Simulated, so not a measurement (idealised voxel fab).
Herein follows the process module entitled voxel transistor to metal.
Square cells of 5 nm make up the cross-section cut, whose width is 210 nm.
Cross-section, as written here: a square-cell grid given band by band from the top down, where a band holds one or more rows of cells. Within each band entry, the heights of the top and of the bottom of the band appear first, in that order and in nm; the materials of the band then follow from left to right, each with its corresponding width in nm. The designation "full width" on a single material indicates that it fills the band from edge to edge; the designation "blank" indicates empty space. Height reference: 0 = level under which incoming wafer is all one material. Lowest band: no bottom, runs on downward, e.g. "0..down". Top row gets the first number, bottom row gets the second, and each row in between changes by the same step: that is how a band width like "30..40" works. "same as before" -> step changed no cross-section cell. Under "Trapped cavities" you'll find the enclosed gaps, the ones with no way out to the top, that are 8 cells or bigger; each reads width x height at distance, with distance counted from the left edge, everything in nm. On a step's line, text after the settings is the simulator commenting on that step. You can add "overlay nm" to a step's line. For a step with a mask, it describes how far the mask lay to the right of its planned position, and a negative number describes a lay to the left.

### List of planned process steps
1,RECEIVE | material Si
2,CONFORMAL_DEP | material SiO2 | thk nm 5
3,CONFORMAL_DEP | material SiN | thk nm 15
4,MASKED_ETCH | tone cover | mask id ACTIVE | width nm 100 | etch materials SiN | depth nm 15 | overlay nm 0
5,MASKED_ETCH | tone cover | mask id ACTIVE | width nm 100 | etch materials SiO2 | depth nm 5 | overlay nm 0
6,MASKED_ETCH | tone cover | mask id ACTIVE | width nm 100 | etch materials Si | depth nm 25 | overlay nm 0
7,OXIDIZE | depth nm 5
8,FILL_DEP | material SiO2 | thk nm 10
9,CMP | height nm 20
10,SELECTIVE_ETCH | etch materials SiO2 | depth nm 15
11,STRIP | etch materials SiN
12,SELECTIVE_ETCH | etch materials SiO2 | depth nm 5
13,OXIDIZE | depth nm 5
14,DIRECTIONAL_DEP | material polySi | thk nm 30
15,DIRECTIONAL_DEP | material SiCN | thk nm 10
16,MASKED_ETCH | tone cover | mask id GATE | width nm 20 | etch materials SiCN | depth nm 20 | overlay nm 0
17,MASKED_ETCH | tone cover | mask id GATE | width nm 20 | etch materials polySi | depth nm 40 | overlay nm 0
18,CONFORMAL_DEP | material SiO2 | thk nm 5
19,DIRECTIONAL_ETCH | etch materials SiO2 | depth nm 5
20,CONFORMAL_DEP | material SiN | thk nm 5
21,DIRECTIONAL_ETCH | etch materials SiN | depth nm 5
22,DIRECTIONAL_ETCH | etch materials SiO2 | depth nm 5
23,DIRECTIONAL_ETCH | etch materials Si | depth nm 15
24,EPI | material nSi | thk nm 20
25,FILL_DEP | material SiO2 | thk nm 5
26,CMP | height nm 40
27,DIRECTIONAL_DEP | material SiO2 | thk nm 10
28,DIRECTIONAL_DEP | material aC | thk nm 10
29,PATTERN | tone open | mask id CONTACT | material resist | width nm 15 | pitch nm 75 | thk nm 25 | overlay nm 0
30,DIRECTIONAL_ETCH | etch materials aC | depth nm 10
31,STRIP | etch materials resist
32,DIRECTIONAL_ETCH | etch materials SiO2 | depth nm 50
33,STRIP | etch materials aC
34,CONFORMAL_DEP | material TiN | thk nm 5
35,FILL_DEP | material Ru | thk nm 5
36,CMP | height nm 50
37,CONFORMAL_DEP | material SiCN | thk nm 5
38,DIRECTIONAL_DEP | material lowk | thk nm 20
39,MASKED_ETCH | tone open | mask id METAL_1 | width nm 15 | pitch nm 75 | etch materials lowk | depth nm 20 | overlay nm 0
40,MASKED_ETCH | tone open | mask id METAL_1 | width nm 15 | pitch nm 75 | etch materials SiCN | depth nm 5 | overlay nm 0
41,CONFORMAL_DEP | material TiN | thk nm 5
42,FILL_DEP | material Cu | thk nm 5
43,CMP | height nm 75
44,CONFORMAL_DEP | material SiCN | thk nm 5
Heads up: all these wafers start the same, and what changes between them is the width nm in step 39. The value you see in the plan is just what the first wafer got.

### This is how the first of several wafers looked in cross-section when it arrived, which is after step 1
- 0..down = Si full width
- Trapped cavities: none

### What follows is a table in which each wafer occupies a row; for the wafer as it stands at the close of the module, the row states, material by material, how many cells have been gained (+) or lost (-) since receipt, and then gives its closed voids
width nm 15; +8 Cu; +12 Ru; -192 Si; +86 SiCN; +16 SiN; +450 SiO2; +58 TiN; +144 lowk; +66 nSi; +24 polySi; Trapped cavities: none
width nm 20; +14 Cu; +12 Ru; -192 Si; +86 SiCN; +16 SiN; +450 SiO2; +60 TiN; +136 lowk; +66 nSi; +24 polySi; Trapped cavities: none
width nm 25; +20 Cu; +12 Ru; -192 Si; +86 SiCN; +16 SiN; +450 SiO2; +62 TiN; +128 lowk; +66 nSi; +24 polySi; Trapped cavities: none
width nm 30; +26 Cu; +12 Ru; -192 Si; +86 SiCN; +16 SiN; +450 SiO2; +64 TiN; +120 lowk; +66 nSi; +24 polySi; Trapped cavities: none
